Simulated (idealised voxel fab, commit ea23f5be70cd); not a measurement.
process module | voxel capacitor over wiring
cross-section cut | 235 nm wide | cells 5 nm
A cross-section is a grid of square cells, given in bands from the top down. A band is one or more rows of cells.
Each band's line starts with the height of the band's top and of its bottom, in nm. Then come its materials from left to right, each with its width in nm. One material with "throughout" fills the band from edge to edge. "air" is empty space.
Height 0 is the level under which the wafer as received is all one material. The lowest band goes on downwards, as in "0 down".
A width such as "30 to 40" changes by the same amount from each row of cells to the next, from the band's top row to its bottom row.
"no change" after a step means that no cell of the cross-section changed.
closed voids: empty space of 8 cells or more with no open way to the top, each as width x height at its distance from the left edge, in nm
after a step's settings: what the simulator itself notes on the step
overlay nm, on a step with a mask: how far to the right of its planned place the mask lay; to the left if negative
plan
1 op RECEIVE | material Si
2 op CONFORMAL_DEP | material SiO2 | thk nm 10
3 op CONFORMAL_DEP | material SiCN | thk nm 5
4 op DIRECTIONAL_DEP | material lowk | thk nm 15
5 op MASKED_ETCH | tone open | mask id METAL_1 | width nm 25 | pitch nm 90 | etch materials lowk | depth nm 15 | overlay nm 0
6 op MASKED_ETCH | tone open | mask id METAL_1 | width nm 25 | pitch nm 90 | etch materials SiCN | depth nm 5 | overlay nm 0
7 op CONFORMAL_DEP | material TiN | thk nm 5
8 op FILL_DEP | material Ru | thk nm 5
9 op CMP | height nm 30
10 op CONFORMAL_DEP | material SiCN | thk nm 5
11 op DIRECTIONAL_DEP | material SiO2 | thk nm 10
12 op DIRECTIONAL_DEP | material aC | thk nm 10
13 op PATTERN | tone open | mask id PLUG_1 | material resist | width nm 15 | thk nm 25 | overlay nm 0
14 op DIRECTIONAL_ETCH | etch materials aC | depth nm 10
15 op STRIP | etch materials resist
16 op DIRECTIONAL_ETCH | etch materials SiO2 | depth nm 10
17 op DIRECTIONAL_ETCH | etch materials SiCN | depth nm 5
18 op STRIP | etch materials aC
19 op EPI | material Ru | thk nm 10
20 op EPI | material Ru | thk nm 5
21 op DIRECTIONAL_DEP | material TiN | thk nm 10
22 op DIRECTIONAL_DEP | material Al2O3 | thk nm 5
23 op DIRECTIONAL_DEP | material TiN | thk nm 5
24 op MASKED_ETCH | tone cover | mask id UPPER_PLATE | width nm 70 | etch materials TiN | depth nm 5 | overlay nm 0
25 op MASKED_ETCH | tone cover | mask id UPPER_PLATE | width nm 70 | etch materials Al2O3 | depth nm 5 | overlay nm 0
26 op MASKED_ETCH | tone cover | mask id LOWER_PLATE | width nm 80 | etch materials TiN | depth nm 10 | overlay nm 0
27 op FILL_DEP | material SiO2 | thk nm 20
28 op CMP | height nm 80
29 op MASKED_ETCH | tone open | mask id PLUG_2 | width nm 15 | etch materials SiO2 | depth nm 15 | overlay nm 0
30 op CONFORMAL_DEP | material TiN | thk nm 5
31 op FILL_DEP | material W | thk nm 10
32 op CMP | height nm 80
33 op CONFORMAL_DEP | material SiN | thk nm 5
as received, after step 1
  0 down: Si throughout
  closed voids: none
first wafer at the end, as planned
  85 to 80: SiN throughout
  80 to 70: SiO2 80 | TiN 5 | W 5 | TiN 5 | SiO2 140
  70 to 60: SiO2 80 to 70 | TiN 15 to 70 | SiO2 140 to 95
  60 to 55: SiO2 70 | Al2O3 70 | SiO2 95
  55 to 45: SiO2 65 | TiN 80 | SiO2 90
  45 to 35: SiO2 70 | Ru 15 | SiO2 150
  35 to 30: SiCN 70 | Ru 15 | SiCN 150
  30 to 15: lowk 60 | TiN 5 | Ru 15 | TiN 5 | lowk 65 | TiN 5 | Ru 15 | TiN 5 | lowk 60
  15 to 10: SiCN 60 | TiN 25 | SiCN 65 | TiN 25 | SiCN 60
  10 to 0: SiO2 throughout
  0 down: Si throughout
  closed voids: none
second wafer at the end: like start, like plan, one mistake
  85 to 80: SiN throughout
  80 to 75: SiO2 80 | TiN 5 | W 5 | TiN 5 | SiO2 140
  75 to 65: SiO2 80 | TiN 15 to 60 | SiO2 140 to 95
  65 to 60: SiO2 85 | Al2O3 55 | SiO2 95
  60 to 55: SiO2 65 | TiN 80 | SiO2 90
  55 to 50: SiO2 65 | TiN 5 | Al2O3 15 | TiN 60 | SiO2 90
  50 to 40: SiO2 70 | TiN 15 | SiO2 150
  40 to 35: SiO2 throughout
  35 to 30: SiCN throughout
  30 to 15: lowk 60 | TiN 5 | Ru 15 | TiN 5 | lowk 65 | TiN 5 | Ru 15 | TiN 5 | lowk 60
  15 to 10: SiCN 60 | TiN 25 | SiCN 65 | TiN 25 | SiCN 60
  10 to 0: SiO2 throughout
  0 down: Si throughout
  closed voids: none
what went wrong: step 11 ran as: op DIRECTIONAL_DEP | material SiO2 | thk nm 15
at the end the second wafer has, in cells: 9 fewer of Ru | 3 more of SiCN | 8 more of SiO2 | 1 fewer of TiN | 1 fewer of W
